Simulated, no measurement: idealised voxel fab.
Process module name: voxel capacitor over wiring
Cross-section cut spans 145 nm and uses square cells 5 nm in size.
Bands, listed from the top down, are how a cross-section gets written in this document; the cross-section itself is a grid of square cells, and a band is one or more rows of them. This entry defines a band. It first specifies the height of the band's top and the height of its bottom in nm, and then specifies the band's materials from left to right, stating each material with its width in nm. The word "everywhere" identifies a single material that fills the band from edge to edge, while the word "air" identifies empty space. All heights in this document are referenced to 0, defined as the level beneath which the wafer, as received, consists entirely of one material. The lowest band is not bounded below; it extends indefinitely downward and is written in the form "0 -> down". The two numbers in a width such as "30->40" mark its ends across the band: the first belongs to the top row of cells, the second to the bottom row, and from each row to the next the width moves by the same amount. Key: "no alteration" - step with no changed cell in the cross-section. This entry, "Closed void listing", enumerates those empty regions of no fewer than 8 cells that possess no open connection to the top. Each region is reported in the form width x height at distance, the distance being taken from the left edge, with all three quantities expressed in nm. Post-settings text on a step line: simulator's own remark regarding the step. When a step includes a mask, the "overlay nm" setting on its line states how far to the right of its planned place that mask lay, and negative values state how far to the left.

[These are the steps we planned for the process]
1. RECEIVE: material Si
2. CONFORMAL_DEP: material SiO2, thk nm 10
3. CONFORMAL_DEP: material SiN, thk nm 5
4. DIRECTIONAL_DEP: material SiO2, thk nm 15
5. MASKED_ETCH: tone open, mask id METAL_1, width nm 20, pitch nm 85, etch materials SiO2, depth nm 15, overlay nm 0
6. MASKED_ETCH: tone open, mask id METAL_1, width nm 20, pitch nm 85, etch materials SiN, depth nm 5, overlay nm 0
7. CONFORMAL_DEP: material TiN, thk nm 5
8. FILL_DEP: material W, thk nm 10
9. CMP: height nm 30
10. CONFORMAL_DEP: material SiCN, thk nm 5
11. DIRECTIONAL_DEP: material SiO2, thk nm 20
12. DIRECTIONAL_DEP: material aC, thk nm 10
13. PATTERN: tone open, mask id PLUG_1, material resist, width nm 15, thk nm 25, overlay nm 0
14. DIRECTIONAL_ETCH: etch materials aC, depth nm 10
15. STRIP: etch materials resist
16. DIRECTIONAL_ETCH: etch materials SiO2, depth nm 20
17. DIRECTIONAL_ETCH: etch materials SiCN, depth nm 5
18. STRIP: etch materials aC
19. EPI: material Ru, thk nm 10
20. EPI: material Ru, thk nm 10
21. EPI: material Ru, thk nm 5
22. DIRECTIONAL_DEP: material TiN, thk nm 5
23. DIRECTIONAL_DEP: material SiN, thk nm 5
24. DIRECTIONAL_DEP: material TiN, thk nm 10
25. MASKED_ETCH: tone cover, mask id UPPER_PLATE, width nm 70, etch materials TiN, depth nm 10, overlay nm 0
26. MASKED_ETCH: tone cover, mask id UPPER_PLATE, width nm 70, etch materials SiN, depth nm 5, overlay nm 0
27. DIRECTIONAL_DEP: material aC, thk nm 15
28. PATTERN: tone cover, mask id LOWER_PLATE, material resist, width nm 80, thk nm 35, overlay nm 0
29. DIRECTIONAL_ETCH: etch materials aC, depth nm 15
30. STRIP: etch materials resist
31. DIRECTIONAL_ETCH: etch materials TiN, depth nm 5
32. STRIP: etch materials aC
33. FILL_DEP: material SiO2, thk nm 15
34. CMP: height nm 85
35. MASKED_ETCH: tone open, mask id PLUG_2, width nm 15, etch materials SiO2, depth nm 10, overlay nm 0
36. CONFORMAL_DEP: material TiN, thk nm 5
37. FILL_DEP: material Cu, thk nm 5
38. CMP: height nm 85
39. CONFORMAL_DEP: material SiCN, thk nm 5

[Cross-section: wafer on arrival = after step 1]
> 0 -> down = Si everywhere
> Closed void listing: none

[End-of-module cross-section. Starting structure and process plan as above; one mistake made in running it]
> 90 -> 85 = SiCN everywhere
> 85 -> 80 = SiO2 35  TiN 5  Cu 5  TiN 5  SiO2 95
> 80 -> 75 = SiO2 35  TiN 15  SiO2 95
> 75 -> 65 = SiO2 25  TiN 70  SiO2 50
> 65 -> 60 = SiO2 25  SiN 70  SiO2 50
> 60 -> 55 = SiO2 20  TiN 80  SiO2 45
> 55 -> 35 = SiO2 25  Ru 15  SiO2 105
> 35 -> 30 = SiCN 25  Ru 15  SiCN 105
> 30 -> 25 = W everywhere
> 25 -> 20 = TiN 25  W 10  TiN 75  W 10  TiN 25
> 20 -> 5 = SiO2 20  TiN 5  W 10  TiN 5  SiO2 65  TiN 5  W 10  TiN 5  SiO2 20
> 5 -> 0 = SiN 20  TiN 20  SiN 65  TiN 20  SiN 20
> 0 -> down = Si everywhere
> Closed void listing: none
Run error: the plan's step 2 went unexecuted, having been skipped
